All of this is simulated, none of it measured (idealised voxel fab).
This section sets out a process module, namely voxel ribs on slabs.
This is section cut - it's 150 nm across, gridded in 5 nm square cells.
Cross-section spec: square-cell grid; bands listed top down; each band is one or more rows. Heads up on the band format: heights come first, top then bottom, in nm. After that it's the materials left to right, each with its width in nm. A single material flagged "all across" fills the whole band edge to edge, and "blank" means there's empty space there. Where do heights start? At 0: under that level the wafer as delivered is made of one material only. And the lowest band has no floor; it just carries on downward, as in "0 and below". The two numbers in a width such as "30..40" mark its ends across the band: the first belongs to the top row of cells, the second to the bottom row, and from each row to the next the width moves by the same amount. It should be understood that the words "nothing altered", when stated for a given step, signify that the cross-section underwent no change in any of its cells during that step. If an empty space has no open way to the top and is at least 8 cells in size, "Enclosed void inventory" lists it, written width x height at distance, where distance is measured from the left edge and every value is in nm. after a step's settings: what the simulator itself notes on the step. Among the settings permitted on a step's line is "overlay nm"; applied to a step with a mask, it specifies the extent to which the mask lay to the right of its planned position, whereas a negative figure signifies a position to the left.
-- List of planned process steps
1) RECEIVE: material Si
2) DIRECTIONAL_DEP: material SiO2, thk nm 25
3) DIRECTIONAL_DEP: material polySi, thk nm 15
4) DIRECTIONAL_DEP: material aC, thk nm 10
5) PATTERN: tone cover, mask id RIB, material resist, width nm 15, thk nm 25, overlay nm 0
6) DIRECTIONAL_ETCH: etch materials aC, depth nm 10
7) STRIP: etch materials resist
8) DIRECTIONAL_ETCH: etch materials polySi, depth nm 10
9) STRIP: etch materials aC
10) DIRECTIONAL_DEP: material aC, thk nm 15
11) PATTERN: tone cover, mask id SLAB, material resist, width nm 55, thk nm 35, overlay nm 0
12) DIRECTIONAL_ETCH: etch materials aC, depth nm 15
13) STRIP: etch materials resist
14) DIRECTIONAL_ETCH: etch materials polySi, depth nm 5
15) STRIP: etch materials aC
16) FILL_DEP: material SiO2, thk nm 15
17) CMP: height nm 50
18) DIRECTIONAL_DEP: material TiN, thk nm 10
19) DIRECTIONAL_DEP: material aC, thk nm 15
20) PATTERN: tone cover, mask id HEATER, material resist, width nm 25, thk nm 35, overlay nm 0
21) DIRECTIONAL_ETCH: etch materials aC, depth nm 15
22) STRIP: etch materials resist
23) DIRECTIONAL_ETCH: etch materials TiN, depth nm 10
24) STRIP: etch materials aC
25) CONFORMAL_DEP: material SiN, thk nm 5
-- Wafer at receipt (post step 1), cross-section
0 and below | Si all across
Enclosed void inventory: none
-- Same starting wafer, same plan as above, one mistake in the execution; this is the cross-section at the end of the module
70 down to 65 | SiN all across
65 down to 50 | TiN all across
50 down to 40 | SiO2 all across
40 down to 30 | SiO2=65 / polySi=15 / SiO2=70
30 down to 25 | SiO2=45 / polySi=55 / SiO2=50
25 down to 0 | SiO2 all across
0 and below | Si all across
Enclosed void inventory: none
Run error: heads up, step 19 didn't go per plan, it actually ran as DIRECTIONAL_DEP: material TiN, thk nm 15
